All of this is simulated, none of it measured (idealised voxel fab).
A process module follows: voxel lift off.
Cross-section cut spans 270 nm and uses square cells 5 nm in size.
Heads up, the way a cross-section reads in here is a grid of square cells, handed over as bands from the top down, with every band being one or more rows of cells.
Look at the band entry: it leads with the top's height and the bottom's height in nm. Then it lists the materials left to right, with a width in nm for each. The word "everywhere" on a single material says that material fills the band edge to edge. The word "air" is empty space.
Heads up on the height convention: 0 is the point under which the incoming wafer is all one material, and the lowest band has no bottom, it just keeps going down, like "0 and below".
Width: "30..40" (first number = top row, second number = bottom row, same change from row to row of cells).
No cell of the cross-section changed in a step that is given as "stayed the same".
The label "Fully sealed voids" introduces a list of the empty spaces, 8 cells or larger, that have no open way up to the top; each entry in it reads width x height at distance, where the distance is taken from the left edge and all three are stated in nm.
Anything after a step's settings on that line? It's the simulator's own note about the step.
For masked steps, "overlay nm" on the step line gives how far right of plan the mask actually lay; a minus sign means it lay to the left.

**Planned step list for the process**
- 1: RECEIVE with material Si
- 2: CONFORMAL_DEP with material SiN, thk nm 5
- 3: PATTERN with tone open, mask id LINES, material resist, width nm 15, pitch nm 45, thk nm 20, overlay nm -15
- 4: DIRECTIONAL_DEP with material Ru, thk nm 10
- 5: STRIP with etch materials resist
- 6: CONFORMAL_DEP with material SiCN, thk nm 10
It is noted that the wafers described herein are identical at the outset and are distinguished by the overlay nm of step 3; the value stated in the plan corresponds to the first wafer.

**Cross-section of the first incoming wafer of several, state after step 1**
	0 and below  Si everywhere
	Fully sealed voids: none

**End of module, by wafer: material-by-material cell gain (+) or loss (-) since receipt, then closed voids**
overlay nm -15 | +24 Ru | +140 SiCN | +54 SiN | Fully sealed voids: none
overlay nm -10 | +24 Ru | +140 SiCN | +54 SiN | Fully sealed voids: none
overlay nm -5 | +24 Ru | +140 SiCN | +54 SiN | Fully sealed voids: none
overlay nm 0 | +24 Ru | +140 SiCN | +54 SiN | Fully sealed voids: none
overlay nm 5 | +24 Ru | +140 SiCN | +54 SiN | Fully sealed voids: none
overlay nm 10 | +24 Ru | +140 SiCN | +54 SiN | Fully sealed voids: none
overlay nm 15 | +24 Ru | +140 SiCN | +54 SiN | Fully sealed voids: none
